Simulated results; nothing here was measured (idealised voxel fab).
process module | voxel gate over fins
For reference, the cross-section in this document is cut, with width 205 nm and square cells of 5 nm.
Cross-section, as written here: a square-cell grid given band by band from the top down, where a band holds one or more rows of cells.
Quick guide to a band line: top height, bottom height (nm) up front; then every material left to right with its width in nm. Only one material and it's marked "full width"? Then it fills the band edge to edge. And "blank" just means empty space.
Heights are measured from 0, the level below which the as-received wafer is all one material; the lowest band has no bottom and continues downward, written as in "0 down".
Width spec "30..40" -> top row of cells at first value, bottom row at second value, equal per-row change in between.
Basically "stayed the same" means that step didn't change any cell in the cross-section.
Under "Enclosed void catalog" you'll find the enclosed gaps, the ones with no way out to the top, that are 8 cells or bigger; each reads width x height at distance, with distance counted from the left edge, everything in nm.
The remark found on a step's line after its settings is issued by the simulator itself and pertains to that step.
When a step includes a mask, the "overlay nm" setting on its line states how far to the right of its planned place that mask lay, and negative values state how far to the left.
So the way this works: pairs, before and after one process step. The after picture only goes down to the lowest band that actually changed, nothing below. Step and its settings are under each pair. And watch out, pairs might come from different runs of this module, same starting wafer though, so a pair only follows on from the one above if its "Ahead of processing" entry tells you so.
## Ahead of processing
5 to 0 = 40 of blank, then 15 of TiN, then 40 of blank, then 15 of TiN, then 40 of blank, then 15 of TiN, then 40 of blank
0 to -10 = 40 of blank, then 5 of TiN, then 5 of Si, then 5 of TiN, then 40 of blank, then 5 of TiN, then 5 of Si, then 5 of TiN, then 40 of blank, then 5 of TiN, then 5 of Si, then 5 of TiN, then 40 of blank
-10 to -15 = 45 of TiN, then 5 of Si, then 50 of TiN, then 5 of Si, then 50 of TiN, then 5 of Si, then 45 of TiN
-15 to -25 = 45 of SiO2, then 5 of Si, then 50 of SiO2, then 5 of Si, then 50 of SiO2, then 5 of Si, then 45 of SiO2
-25 to -30 = 45 of SiO2, then 5 of Si, then 15 of SiO2, then 15 of TiN, then 20 of SiO2, then 5 of Si, then 50 of SiO2, then 5 of Si, then 45 of SiO2
-30 to -40 = 45 of SiO2, then 5 of Si, then 50 of SiO2, then 5 of Si, then 50 of SiO2, then 5 of Si, then 45 of SiO2
-40 down = Si full width
Enclosed void catalog: none
## Section, Post-Step
10 to 5 = 35 of blank, then 25 of HfO2, then 30 of blank, then 25 of HfO2, then 30 of blank, then 25 of HfO2, then 35 of blank
5 to 0 = 35 of blank, then 5 of HfO2, then 15 of TiN, then 5 of HfO2, then 30 of blank, then 5 of HfO2, then 15 of TiN, then 5 of HfO2, then 30 of blank, then 5 of HfO2, then 15 of TiN, then 5 of HfO2, then 35 of blank
0 to -5 = 35 of blank, then 5 of HfO2, then 5 of TiN, then 5 of Si, then 5 of TiN, then 5 of HfO2, then 30 of blank, then 5 of HfO2, then 5 of TiN, then 5 of Si, then 5 of TiN, then 5 of HfO2, then 30 of blank, then 5 of HfO2, then 5 of TiN, then 5 of Si, then 5 of TiN, then 5 of HfO2, then 35 of blank
-5 to -10 = 40 of HfO2, then 5 of TiN, then 5 of Si, then 5 of TiN, then 40 of HfO2, then 5 of TiN, then 5 of Si, then 5 of TiN, then 40 of HfO2, then 5 of TiN, then 5 of Si, then 5 of TiN, then 40 of HfO2
Nothing below the height -10 has changed.
Enclosed void catalog: none
What was done to get from the upper cross-section to the lower one? CONFORMAL_DEP (material HfO2; thk nm 5)
Ahead of processing: The cross-section prior to this step is the one presented after the step of the pair immediately above.
## Section, Post-Step
25 to 10 = W full width
10 to 5 = 35 of W, then 25 of HfO2, then 30 of W, then 25 of HfO2, then 30 of W, then 25 of HfO2, then 35 of W
5 to 0 = 35 of W, then 5 of HfO2, then 15 of TiN, then 5 of HfO2, then 30 of W, then 5 of HfO2, then 15 of TiN, then 5 of HfO2, then 30 of W, then 5 of HfO2, then 15 of TiN, then 5 of HfO2, then 35 of W
0 to -5 = 35 of W, then 5 of HfO2, then 5 of TiN, then 5 of Si, then 5 of TiN, then 5 of HfO2, then 30 of W, then 5 of HfO2, then 5 of TiN, then 5 of Si, then 5 of TiN, then 5 of HfO2, then 30 of W, then 5 of HfO2, then 5 of TiN, then 5 of Si, then 5 of TiN, then 5 of HfO2, then 35 of W
Nothing below the height -5 has changed.
Enclosed void catalog: none
What was done to get from the upper cross-section to the lower one? FILL_DEP (material W; thk nm 15)
Ahead of processing: The cross-section prior to this step is the one presented after the step of the pair immediately above.
## Section, Post-Step
20 to 10 = W full width
Nothing below the height 10 has changed.
Enclosed void catalog: none
What was done to get from the upper cross-section to the lower one? CMP (height nm 20)
Ahead of processing: The cross-section prior to this step is the one presented after the step of the pair immediately above.
## Section, Post-Step
25 to 20 = SiCN full width
Nothing below the height 20 has changed.
Enclosed void catalog: none
What was done to get from the upper cross-section to the lower one? CONFORMAL_DEP (material SiCN; thk nm 5)
## Ahead of processing
5 to 0 = 40 of SiO2, then 15 of SiN, then 40 of SiO2, then 15 of SiN, then 40 of SiO2, then 15 of SiN, then 40 of SiO2
0 to -25 = 45 of SiO2, then 5 of Si, then 50 of SiO2, then 5 of Si, then 50 of SiO2, then 5 of Si, then 45 of SiO2
-25 to -30 = 45 of SiO2, then 5 of Si, then 15 of SiO2, then 15 of TiN, then 20 of SiO2, then 5 of Si, then 50 of SiO2, then 5 of Si, then 45 of SiO2
-30 to -40 = 45 of SiO2, then 5 of Si, then 50 of SiO2, then 5 of Si, then 50 of SiO2, then 5 of Si, then 45 of SiO2
-40 down = Si full width
Enclosed void catalog: none
## Section, Post-Step
5 to 0 = 40 of blank, then 15 of SiN, then 40 of blank, then 15 of SiN, then 40 of blank, then 15 of SiN, then 40 of blank
0 to -25 = 45 of blank, then 5 of Si, then 50 of blank, then 5 of Si, then 50 of blank, then 5 of Si, then 45 of blank
Nothing below the height -25 has changed.
Enclosed void catalog: none
What was done to get from the upper cross-section to the lower one? SELECTIVE_ETCH (etch materials SiO2; depth nm 30)
Ahead of processing: The cross-section prior to this step is the one presented after the step of the pair immediately above.
## Section, Post-Step
0 to -25 = 45 of blank, then 5 of Si, then 50 of blank, then 5 of Si, then 50 of blank, then 5 of Si, then 45 of blank
Nothing below the height -25 has changed.
Enclosed void catalog: none
What was done to get from the upper cross-section to the lower one? STRIP (etch materials SiN)
Ahead of processing: The cross-section prior to this step is the one presented after the step of the pair immediately above.
## Section, Post-Step
5 to 0 = 40 of blank, then 15 of HfO2, then 40 of blank, then 15 of HfO2, then 40 of blank, then 15 of HfO2, then 40 of blank
0 to -20 = 40 of blank, then 5 of HfO2, then 5 of Si, then 5 of HfO2, then 40 of blank, then 5 of HfO2, then 5 of Si, then 5 of HfO2, then 40 of blank, then 5 of HfO2, then 5 of Si, then 5 of HfO2, then 40 of blank
-20 to -25 = 45 of HfO2, then 5 of Si, then 50 of HfO2, then 5 of Si, then 50 of HfO2, then 5 of Si, then 45 of HfO2
Nothing below the height -25 has changed.
Enclosed void catalog: none
What was done to get from the upper cross-section to the lower one? CONFORMAL_DEP (material HfO2; thk nm 5)
Ahead of processing: The cross-section prior to this step is the one presented after the step of the pair immediately above.
## Section, Post-Step
10 to 5 = 35 of blank, then 25 of TiN, then 30 of blank, then 25 of TiN, then 30 of blank, then 25 of TiN, then 35 of blank
5 to 0 = 35 of blank, then 5 of TiN, then 15 of HfO2, then 5 of TiN, then 30 of blank, then 5 of TiN, then 15 of HfO2, then 5 of TiN, then 30 of blank, then 5 of TiN, then 15 of HfO2, then 5 of TiN, then 35 of blank
0 to -15 = 35 of blank, then 5 of TiN, then 5 of HfO2, then 5 of Si, then 5 of HfO2, then 5 of TiN, then 30 of blank, then 5 of TiN, then 5 of HfO2, then 5 of Si, then 5 of HfO2, then 5 of TiN, then 30 of blank, then 5 of TiN, then 5 of HfO2, then 5 of Si, then 5 of HfO2, then 5 of TiN, then 35 of blank
-15 to -20 = 40 of TiN, then 5 of HfO2, then 5 of Si, then 5 of HfO2, then 40 of TiN, then 5 of HfO2, then 5 of Si, then 5 of HfO2, then 40 of TiN, then 5 of HfO2, then 5 of Si, then 5 of HfO2, then 40 of TiN
Nothing below the height -20 has changed.
Enclosed void catalog: none
What was done to get from the upper cross-section to the lower one? CONFORMAL_DEP (material TiN; thk nm 5)
Ahead of processing: The cross-section prior to this step is the one presented after the step of the pair immediately above.
## Section, Post-Step
25 to 10 = W full width
10 to 5 = 35 of W, then 25 of TiN, then 30 of W, then 25 of TiN, then 30 of W, then 25 of TiN, then 35 of W
5 to 0 = 35 of W, then 5 of TiN, then 15 of HfO2, then 5 of TiN, then 30 of W, then 5 of TiN, then 15 of HfO2, then 5 of TiN, then 30 of W, then 5 of TiN, then 15 of HfO2, then 5 of TiN, then 35 of W
0 to -15 = 35 of W, then 5 of TiN, then 5 of HfO2, then 5 of Si, then 5 of HfO2, then 5 of TiN, then 30 of W, then 5 of TiN, then 5 of HfO2, then 5 of Si, then 5 of HfO2, then 5 of TiN, then 30 of W, then 5 of TiN, then 5 of HfO2, then 5 of Si, then 5 of HfO2, then 5 of TiN, then 35 of W
Nothing below the height -15 has changed.
Enclosed void catalog: none
What was done to get from the upper cross-section to the lower one? FILL_DEP (material W; thk nm 15)
Ahead of processing: The cross-section prior to this step is the one presented after the step of the pair immediately above.
## Section, Post-Step
20 to 10 = W full width
Nothing below the height 10 has changed.
Enclosed void catalog: none
What was done to get from the upper cross-section to the lower one? CMP (height nm 20)
Ahead of processing: The cross-section prior to this step is the one presented after the step of the pair immediately above.
## Section, Post-Step
25 to 20 = SiCN full width
Nothing below the height 20 has changed.
Enclosed void catalog: none
What was done to get from the upper cross-section to the lower one? CONFORMAL_DEP (material SiCN; thk nm 5)
## Ahead of processing
5 to 0 = SiN full width
0 down = Si full width
Enclosed void catalog: none
## Section, Post-Step
5 to 0 = 40 of blank, then 20 of SiN, then 35 of blank, then 20 of SiN, then 35 of blank, then 20 of SiN, then 35 of blank
Nothing below the height 0 has changed.
Enclosed void catalog: none
What was done to get from the upper cross-section to the lower one? MASKED_ETCH (tone cover; mask id FINS; width nm 20; pitch nm 55; etch materials SiN; depth nm 5; overlay nm 0)
Ahead of processing: The cross-section prior to this step is the one presented after the step of the pair immediately above.
## Section, Post-Step
5 to 0 = 40 of blank, then 20 of SiN, then 35 of blank, then 20 of SiN, then 35 of blank, then 20 of SiN, then 35 of blank
0 to -35 = 40 of blank, then 20 of Si, then 35 of blank, then 20 of Si, then 35 of blank, then 20 of Si, then 35 of blank
Nothing below the height -35 has changed.
Enclosed void catalog: none
What was done to get from the upper cross-section to the lower one? MASKED_ETCH (tone cover; mask id FINS; width nm 15; pitch nm 55; etch materials Si; depth nm 35; overlay nm 0)
Ahead of processing: The cross-section prior to this step is the one presented after the step of the pair immediately above.
## Section, Post-Step
5 to 0 = 40 of blank, then 20 of SiN, then 35 of blank, then 20 of SiN, then 35 of blank, then 20 of SiN, then 35 of blank
0 to -35 = 40 of blank, then 5 of SiO2, then 10 of Si, then 5 of SiO2, then 35 of blank, then 5 of SiO2, then 10 of Si, then 5 of SiO2, then 35 of blank, then 5 of SiO2, then 10 of Si, then 5 of SiO2, then 35 of blank
-35 to -40 = 45 of SiO2, then 10 of Si, then 45 of SiO2, then 10 of Si, then 45 of SiO2, then 10 of Si, then 40 of SiO2
Nothing below the height -40 has changed.
Enclosed void catalog: none
What was done to get from the upper cross-section to the lower one? OXIDIZE (depth nm 5)
Ahead of processing: The cross-section prior to this step is the one presented after the step of the pair immediately above.
## Section, Post-Step
15 to 5 = SiO2 full width
5 to 0 = 40 of SiO2, then 20 of SiN, then 35 of SiO2, then 20 of SiN, then 35 of SiO2, then 20 of SiN, then 35 of SiO2
0 to -40 = 45 of SiO2, then 10 of Si, then 45 of SiO2, then 10 of Si, then 45 of SiO2, then 10 of Si, then 40 of SiO2
Nothing below the height -40 has changed.
Enclosed void catalog: none
What was done to get from the upper cross-section to the lower one? FILL_DEP (material SiO2; thk nm 10)
Ahead of processing: The cross-section prior to this step is the one presented after the step of the pair immediately above.
## Section, Post-Step
5 to 0 = 40 of SiO2, then 20 of SiN, then 35 of SiO2, then 20 of SiN, then 35 of SiO2, then 20 of SiN, then 35 of SiO2
Nothing below the height 0 has changed.
Enclosed void catalog: none
What was done to get from the upper cross-section to the lower one? CMP (height nm 5)
Ahead of processing: The cross-section prior to this step is the one presented after the step of the pair immediately above.
## Section, Post-Step
20 to 5 = aC full width
Nothing below the height 5 has changed.
Enclosed void catalog: none
What was done to get from the upper cross-section to the lower one? DIRECTIONAL_DEP (material aC; thk nm 15)
Ahead of processing: The cross-section prior to this step is the one presented after the step of the pair immediately above.
## Section, Post-Step
55 to 20 = 65 of resist, then 15 of blank, then 125 of resist
Nothing below the height 20 has changed.
Enclosed void catalog: none
What was done to get from the upper cross-section to the lower one? PATTERN (tone open; mask id RAIL; material resist; width nm 15; thk nm 35; overlay nm 0)
Ahead of processing: The cross-section prior to this step is the one presented after the step of the pair immediately above.
## Section, Post-Step
40 to 20 = 65 of resist, then 15 of blank, then 125 of resist
20 to 5 = 65 of aC, then 15 of blank, then 125 of aC
Nothing below the height 5 has changed.
Enclosed void catalog: none
What was done to get from the upper cross-section to the lower one? DIRECTIONAL_ETCH (etch materials aC; depth nm 15)
Ahead of processing: The cross-section prior to this step is the one presented after the step of the pair immediately above.
## Section, Post-Step
20 to 5 = 65 of aC, then 15 of blank, then 125 of aC
Nothing below the height 5 has changed.
Enclosed void catalog: none
What was done to get from the upper cross-section to the lower one? STRIP (etch materials resist)
Ahead of processing: The cross-section prior to this step is the one presented after the step of the pair immediately above.
## Section, Post-Step
20 to 5 = 65 of aC, then 15 of blank, then 125 of aC
5 to 0 = 40 of SiO2, then 20 of SiN, then 5 of SiO2, then 15 of blank, then 15 of SiO2, then 20 of SiN, then 35 of SiO2, then 20 of SiN, then 35 of SiO2
0 to -30 = 45 of SiO2, then 10 of Si, then 10 of SiO2, then 15 of blank, then 20 of SiO2, then 10 of Si, then 45 of SiO2, then 10 of Si, then 40 of SiO2
Nothing below the height -30 has changed.
Enclosed void catalog: none
What was done to get from the upper cross-section to the lower one? DIRECTIONAL_ETCH (etch materials SiO2; depth nm 35)
Ahead of processing: The cross-section prior to this step is the one presented after the step of the pair immediately above.
## Section, Post-Step
5 to 0 = 40 of SiO2, then 20 of SiN, then 5 of SiO2, then 15 of blank, then 15 of SiO2, then 20 of SiN, then 35 of SiO2, then 20 of SiN, then 35 of SiO2
Nothing below the height 0 has changed.
Enclosed void catalog: none
What was done to get from the upper cross-section to the lower one? STRIP (etch materials aC)
Ahead of processing: The cross-section prior to this step is the one presented after the step of the pair immediately above.
## Section, Post-Step
10 to 5 = 70 of TiN, then 5 of blank, then 130 of TiN
5 to 0 = 40 of SiO2, then 20 of SiN, then 5 of SiO2, then 5 of TiN, then 5 of blank, then 5 of TiN, then 15 of SiO2, then 20 of SiN, then 35 of SiO2, then 20 of SiN, then 35 of SiO2
0 to -25 = 45 of SiO2, then 10 of Si, then 10 of SiO2, then 5 of TiN, then 5 of blank, then 5 of TiN, then 20 of SiO2, then 10 of Si, then 45 of SiO2, then 10 of Si, then 40 of SiO2
-25 to -30 = 45 of SiO2, then 10 of Si, then 10 of SiO2, then 15 of TiN, then 20 of SiO2, then 10 of Si, then 45 of SiO2, then 10 of Si, then 40 of SiO2
Nothing below the height -30 has changed.
Enclosed void catalog: none
What was done to get from the upper cross-section to the lower one? CONFORMAL_DEP (material TiN; thk nm 5)
Ahead of processing: The cross-section prior to this step is the one presented after the step of the pair immediately above.
## Section, Post-Step
15 to 10 = Ru full width
10 to 5 = 70 of TiN, then 5 of Ru, then 130 of TiN
5 to 0 = 40 of SiO2, then 20 of SiN, then 5 of SiO2, then 5 of TiN, then 5 of Ru, then 5 of TiN, then 15 of SiO2, then 20 of SiN, then 35 of SiO2, then 20 of SiN, then 35 of SiO2
0 to -25 = 45 of SiO2, then 10 of Si, then 10 of SiO2, then 5 of TiN, then 5 of Ru, then 5 of TiN, then 20 of SiO2, then 10 of Si, then 45 of SiO2, then 10 of Si, then 40 of SiO2
Nothing below the height -25 has changed.
Enclosed void catalog: none
What was done to get from the upper cross-section to the lower one? FILL_DEP (material Ru; thk nm 5)
Ahead of processing: The cross-section prior to this step is the one presented after the step of the pair immediately above.
## Section, Post-Step
5 to 0 = 40 of SiO2, then 20 of SiN, then 5 of SiO2, then 5 of TiN, then 5 of Ru, then 5 of TiN, then 15 of SiO2, then 20 of SiN, then 35 of SiO2, then 20 of SiN, then 35 of SiO2
Nothing below the height 0 has changed.
Enclosed void catalog: none
What was done to get from the upper cross-section to the lower one? CMP (height nm 5)
Ahead of processing: The cross-section prior to this step is the one presented after the step of the pair immediately above.
## Section, Post-Step
5 to 0 = 40 of SiO2, then 20 of SiN, then 5 of SiO2, then 15 of blank, then 15 of SiO2, then 20 of SiN, then 35 of SiO2, then 20 of SiN, then 35 of SiO2
0 to -25 = 45 of SiO2, then 10 of Si, then 10 of SiO2, then 15 of blank, then 20 of SiO2, then 10 of Si, then 45 of SiO2, then 10 of Si, then 40 of SiO2
Nothing below the height -25 has changed.
Enclosed void catalog: none
What was done to get from the upper cross-section to the lower one? SELECTIVE_ETCH (etch materials W Ru TiN; depth nm 30)
Ahead of processing: The cross-section prior to this step is the one presented after the step of the pair immediately above.
## Section, Post-Step
10 to 5 = SiO2 full width
5 to 0 = 40 of SiO2, then 20 of SiN, then 35 of SiO2, then 20 of SiN, then 35 of SiO2, then 20 of SiN, then 35 of SiO2
0 to -25 = 45 of SiO2, then 10 of Si, then 45 of SiO2, then 10 of Si, then 45 of SiO2, then 10 of Si, then 40 of SiO2
Nothing below the height -25 has changed.
Enclosed void catalog: none
What was done to get from the upper cross-section to the lower one? FILL_DEP (material SiO2; thk nm 5)
Ahead of processing: The cross-section prior to this step is the one presented after the step of the pair immediately above.
## Section, Post-Step
5 to 0 = 40 of SiO2, then 20 of SiN, then 35 of SiO2, then 20 of SiN, then 35 of SiO2, then 20 of SiN, then 35 of SiO2
Nothing below the height 0 has changed.
Enclosed void catalog: none
What was done to get from the upper cross-section to the lower one? CMP (height nm 5)
Ahead of processing: The cross-section prior to this step is the one presented after the step of the pair immediately above.
## Section, Post-Step
5 to 0 = 40 of blank, then 20 of SiN, then 35 of blank, then 20 of SiN, then 35 of blank, then 20 of SiN, then 35 of blank
0 to -15 = 45 of blank, then 10 of Si, then 45 of blank, then 10 of Si, then 45 of blank, then 10 of Si, then 40 of blank
Nothing below the height -15 has changed.
Enclosed void catalog: none
What was done to get from the upper cross-section to the lower one? SELECTIVE_ETCH (etch materials SiO2; depth nm 20)
Ahead of processing: The cross-section prior to this step is the one presented after the step of the pair immediately above.
## Section, Post-Step
0 to -15 = 45 of blank, then 10 of Si, then 45 of blank, then 10 of Si, then 45 of blank, then 10 of Si, then 40 of blank
Nothing below the height -15 has changed.
Enclosed void catalog: none
What was done to get from the upper cross-section to the lower one? STRIP (etch materials SiN)
Ahead of processing: The cross-section prior to this step is the one presented after the step of the pair immediately above.
## Section, Post-Step
5 to 0 = 40 of blank, then 20 of HfO2, then 35 of blank, then 20 of HfO2, then 35 of blank, then 20 of HfO2, then 35 of blank
0 to -10 = 40 of blank, then 5 of HfO2, then 10 of Si, then 5 of HfO2, then 35 of blank, then 5 of HfO2, then 10 of Si, then 5 of HfO2, then 35 of blank, then 5 of HfO2, then 10 of Si, then 5 of HfO2, then 35 of blank
-10 to -15 = 45 of HfO2, then 10 of Si, then 45 of HfO2, then 10 of Si, then 45 of HfO2, then 10 of Si, then 40 of HfO2
Nothing below the height -15 has changed.
Enclosed void catalog: none
What was done to get from the upper cross-section to the lower one? CONFORMAL_DEP (material HfO2; thk nm 5)
Ahead of processing: The cross-section prior to this step is the one presented after the step of the pair immediately above.
## Section, Post-Step
10 to 5 = 35 of blank, then 30 of TiN, then 25 of blank, then 30 of TiN, then 25 of blank, then 30 of TiN, then 30 of blank
5 to 0 = 35 of blank, then 5 of TiN, then 20 of HfO2, then 5 of TiN, then 25 of blank, then 5 of TiN, then 20 of HfO2, then 5 of TiN, then 25 of blank, then 5 of TiN, then 20 of HfO2, then 5 of TiN, then 30 of blank
0 to -5 = 35 of blank, then 5 of TiN, then 5 of HfO2, then 10 of Si, then 5 of HfO2, then 5 of TiN, then 25 of blank, then 5 of TiN, then 5 of HfO2, then 10 of Si, then 5 of HfO2, then 5 of TiN, then 25 of blank, then 5 of TiN, then 5 of HfO2, then 10 of Si, then 5 of HfO2, then 5 of TiN, then 30 of blank
-5 to -10 = 40 of TiN, then 5 of HfO2, then 10 of Si, then 5 of HfO2, then 35 of TiN, then 5 of HfO2, then 10 of Si, then 5 of HfO2, then 35 of TiN, then 5 of HfO2, then 10 of Si, then 5 of HfO2, then 35 of TiN
Nothing below the height -10 has changed.
Enclosed void catalog: none
What was done to get from the upper cross-section to the lower one? CONFORMAL_DEP (material TiN; thk nm 5)
Ahead of processing: The cross-section prior to this step is the one presented after the step of the pair immediately above.
## Section, Post-Step
25 to 10 = W full width
10 to 5 = 35 of W, then 30 of TiN, then 25 of W, then 30 of TiN, then 25 of W, then 30 of TiN, then 30 of W
5 to 0 = 35 of W, then 5 of TiN, then 20 of HfO2, then 5 of TiN, then 25 of W, then 5 of TiN, then 20 of HfO2, then 5 of TiN, then 25 of W, then 5 of TiN, then 20 of HfO2, then 5 of TiN, then 30 of W
0 to -5 = 35 of W, then 5 of TiN, then 5 of HfO2, then 10 of Si, then 5 of HfO2, then 5 of TiN, then 25 of W, then 5 of TiN, then 5 of HfO2, then 10 of Si, then 5 of HfO2, then 5 of TiN, then 25 of W, then 5 of TiN, then 5 of HfO2, then 10 of Si, then 5 of HfO2, then 5 of TiN, then 30 of W
Nothing below the height -5 has changed.
Enclosed void catalog: none
What was done to get from the upper cross-section to the lower one? FILL_DEP (material W; thk nm 15)
Ahead of processing: The cross-section prior to this step is the one presented after the step of the pair immediately above.
## Section, Post-Step
20 to 10 = W full width
Nothing below the height 10 has changed.
Enclosed void catalog: none
What was done to get from the upper cross-section to the lower one? CMP (height nm 20)
Ahead of processing: The cross-section prior to this step is the one presented after the step of the pair immediately above.
## Section, Post-Step
25 to 20 = SiCN full width
Nothing below the height 20 has changed.
Enclosed void catalog: none
What was done to get from the upper cross-section to the lower one? CONFORMAL_DEP (material SiCN; thk nm 5)
## Ahead of processing
20 to 5 = aC full width
5 to 0 = 40 of SiO2, then 15 of SiN, then 40 of SiO2, then 15 of SiN, then 40 of SiO2, then 15 of SiN, then 40 of SiO2
0 to -40 = 45 of SiO2, then 5 of Si, then 50 of SiO2, then 5 of Si, then 50 of SiO2, then 5 of Si, then 45 of SiO2
-40 down = Si full width
Enclosed void catalog: none
## Section, Post-Step
55 to 20 = 70 of resist, then 15 of blank, then 120 of resist
Nothing below the height 20 has changed.
Enclosed void catalog: none
What was done to get from the upper cross-section to the lower one? PATTERN (tone open; mask id RAIL; material resist; width nm 15; thk nm 35; overlay nm 5)
Ahead of processing: The cross-section prior to this step is the one presented after the step of the pair immediately above.
## Section, Post-Step
40 to 20 = 70 of resist, then 15 of blank, then 120 of resist
20 to 5 = 70 of aC, then 15 of blank, then 120 of aC
Nothing below the height 5 has changed.
Enclosed void catalog: none
What was done to get from the upper cross-section to the lower one? DIRECTIONAL_ETCH (etch materials aC; depth nm 15)
Ahead of processing: The cross-section prior to this step is the one presented after the step of the pair immediately above.
## Section, Post-Step
20 to 5 = 70 of aC, then 15 of blank, then 120 of aC
Nothing below the height 5 has changed.
Enclosed void catalog: none
What was done to get from the upper cross-section to the lower one? STRIP (etch materials resist)
Ahead of processing: The cross-section prior to this step is the one presented after the step of the pair immediately above.
## Section, Post-Step
20 to 5 = 70 of aC, then 15 of blank, then 120 of aC
5 to 0 = 40 of SiO2, then 15 of SiN, then 15 of SiO2, then 15 of blank, then 10 of SiO2, then 15 of SiN, then 40 of SiO2, then 15 of SiN, then 40 of SiO2
0 to -30 = 45 of SiO2, then 5 of Si, then 20 of SiO2, then 15 of blank, then 15 of SiO2, then 5 of Si, then 50 of SiO2, then 5 of Si, then 45 of SiO2
Nothing below the height -30 has changed.
Enclosed void catalog: none
What was done to get from the upper cross-section to the lower one? DIRECTIONAL_ETCH (etch materials SiO2; depth nm 35)
Ahead of processing: The cross-section prior to this step is the one presented after the step of the pair immediately above.
## Section, Post-Step
5 to 0 = 40 of SiO2, then 15 of SiN, then 15 of SiO2, then 15 of blank, then 10 of SiO2, then 15 of SiN, then 40 of SiO2, then 15 of SiN, then 40 of SiO2
Nothing below the height 0 has changed.
Enclosed void catalog: none
What was done to get from the upper cross-section to the lower one? STRIP (etch materials aC)
Ahead of processing: The cross-section prior to this step is the one presented after the step of the pair immediately above.
## Section, Post-Step
10 to 5 = 75 of TiN, then 5 of blank, then 125 of TiN
5 to 0 = 40 of SiO2, then 15 of SiN, then 15 of SiO2, then 5 of TiN, then 5 of blank, then 5 of TiN, then 10 of SiO2, then 15 of SiN, then 40 of SiO2, then 15 of SiN, then 40 of SiO2
0 to -25 = 45 of SiO2, then 5 of Si, then 20 of SiO2, then 5 of TiN, then 5 of blank, then 5 of TiN, then 15 of SiO2, then 5 of Si, then 50 of SiO2, then 5 of Si, then 45 of SiO2
-25 to -30 = 45 of SiO2, then 5 of Si, then 20 of SiO2, then 15 of TiN, then 15 of SiO2, then 5 of Si, then 50 of SiO2, then 5 of Si, then 45 of SiO2
Nothing below the height -30 has changed.
Enclosed void catalog: none
What was done to get from the upper cross-section to the lower one? CONFORMAL_DEP (material TiN; thk nm 5)
Ahead of processing: The cross-section prior to this step is the one presented after the step of the pair immediately above.
## Section, Post-Step
15 to 10 = Ru full width
10 to 5 = 75 of TiN, then 5 of Ru, then 125 of TiN
5 to 0 = 40 of SiO2, then 15 of SiN, then 15 of SiO2, then 5 of TiN, then 5 of Ru, then 5 of TiN, then 10 of SiO2, then 15 of SiN, then 40 of SiO2, then 15 of SiN, then 40 of SiO2
0 to -25 = 45 of SiO2, then 5 of Si, then 20 of SiO2, then 5 of TiN, then 5 of Ru, then 5 of TiN, then 15 of SiO2, then 5 of Si, then 50 of SiO2, then 5 of Si, then 45 of SiO2
Nothing below the height -25 has changed.
Enclosed void catalog: none
What was done to get from the upper cross-section to the lower one? FILL_DEP (material Ru; thk nm 5)
Ahead of processing: The cross-section prior to this step is the one presented after the step of the pair immediately above.
## Section, Post-Step
5 to 0 = 40 of SiO2, then 15 of SiN, then 15 of SiO2, then 5 of TiN, then 5 of Ru, then 5 of TiN, then 10 of SiO2, then 15 of SiN, then 40 of SiO2, then 15 of SiN, then 40 of SiO2
Nothing below the height 0 has changed.
Enclosed void catalog: none
What was done to get from the upper cross-section to the lower one? CMP (height nm 5)
Ahead of processing: The cross-section prior to this step is the one presented after the step of the pair immediately above.
## Section, Post-Step
5 to 0 = 40 of SiO2, then 15 of SiN, then 15 of SiO2, then 15 of blank, then 10 of SiO2, then 15 of SiN, then 40 of SiO2, then 15 of SiN, then 40 of SiO2
0 to -25 = 45 of SiO2, then 5 of Si, then 20 of SiO2, then 15 of blank, then 15 of SiO2, then 5 of Si, then 50 of SiO2, then 5 of Si, then 45 of SiO2
Nothing below the height -25 has changed.
Enclosed void catalog: none
What was done to get from the upper cross-section to the lower one? SELECTIVE_ETCH (etch materials W Ru TiN; depth nm 30)
Ahead of processing: The cross-section prior to this step is the one presented after the step of the pair immediately above.
## Section, Post-Step
10 to 5 = SiO2 full width
5 to 0 = 40 of SiO2, then 15 of SiN, then 40 of SiO2, then 15 of SiN, then 40 of SiO2, then 15 of SiN, then 40 of SiO2
0 to -25 = 45 of SiO2, then 5 of Si, then 50 of SiO2, then 5 of Si, then 50 of SiO2, then 5 of Si, then 45 of SiO2
Nothing below the height -25 has changed.
Enclosed void catalog: none
What was done to get from the upper cross-section to the lower one? FILL_DEP (material SiO2; thk nm 5)
Ahead of processing: The cross-section prior to this step is the one presented after the step of the pair immediately above.
## Section, Post-Step
5 to 0 = 40 of SiO2, then 15 of SiN, then 40 of SiO2, then 15 of SiN, then 40 of SiO2, then 15 of SiN, then 40 of SiO2
Nothing below the height 0 has changed.
Enclosed void catalog: none
What was done to get from the upper cross-section to the lower one? CMP (height nm 5)
Ahead of processing: The cross-section prior to this step is the one presented after the step of the pair immediately above.
## Section, Post-Step
5 to 0 = 40 of blank, then 15 of SiN, then 40 of blank, then 15 of SiN, then 40 of blank, then 15 of SiN, then 40 of blank
0 to -15 = 45 of blank, then 5 of Si, then 50 of blank, then 5 of Si, then 50 of blank, then 5 of Si, then 45 of blank
Nothing below the height -15 has changed.
Enclosed void catalog: none
What was done to get from the upper cross-section to the lower one? SELECTIVE_ETCH (etch materials SiO2; depth nm 20)
Ahead of processing: The cross-section prior to this step is the one presented after the step of the pair immediately above.
## Section, Post-Step
0 to -15 = 45 of blank, then 5 of Si, then 50 of blank, then 5 of Si, then 50 of blank, then 5 of Si, then 45 of blank
Nothing below the height -15 has changed.
Enclosed void catalog: none
What was done to get from the upper cross-section to the lower one? STRIP (etch materials SiN)
Ahead of processing: The cross-section prior to this step is the one presented after the step of the pair immediately above.
## Section, Post-Step
5 to 0 = 40 of blank, then 15 of HfO2, then 40 of blank, then 15 of HfO2, then 40 of blank, then 15 of HfO2, then 40 of blank
0 to -10 = 40 of blank, then 5 of HfO2, then 5 of Si, then 5 of HfO2, then 40 of blank, then 5 of HfO2, then 5 of Si, then 5 of HfO2, then 40 of blank, then 5 of HfO2, then 5 of Si, then 5 of HfO2, then 40 of blank
-10 to -15 = 45 of HfO2, then 5 of Si, then 50 of HfO2, then 5 of Si, then 50 of HfO2, then 5 of Si, then 45 of HfO2
Nothing below the height -15 has changed.
Enclosed void catalog: none
What was done to get from the upper cross-section to the lower one? CONFORMAL_DEP (material HfO2; thk nm 5)
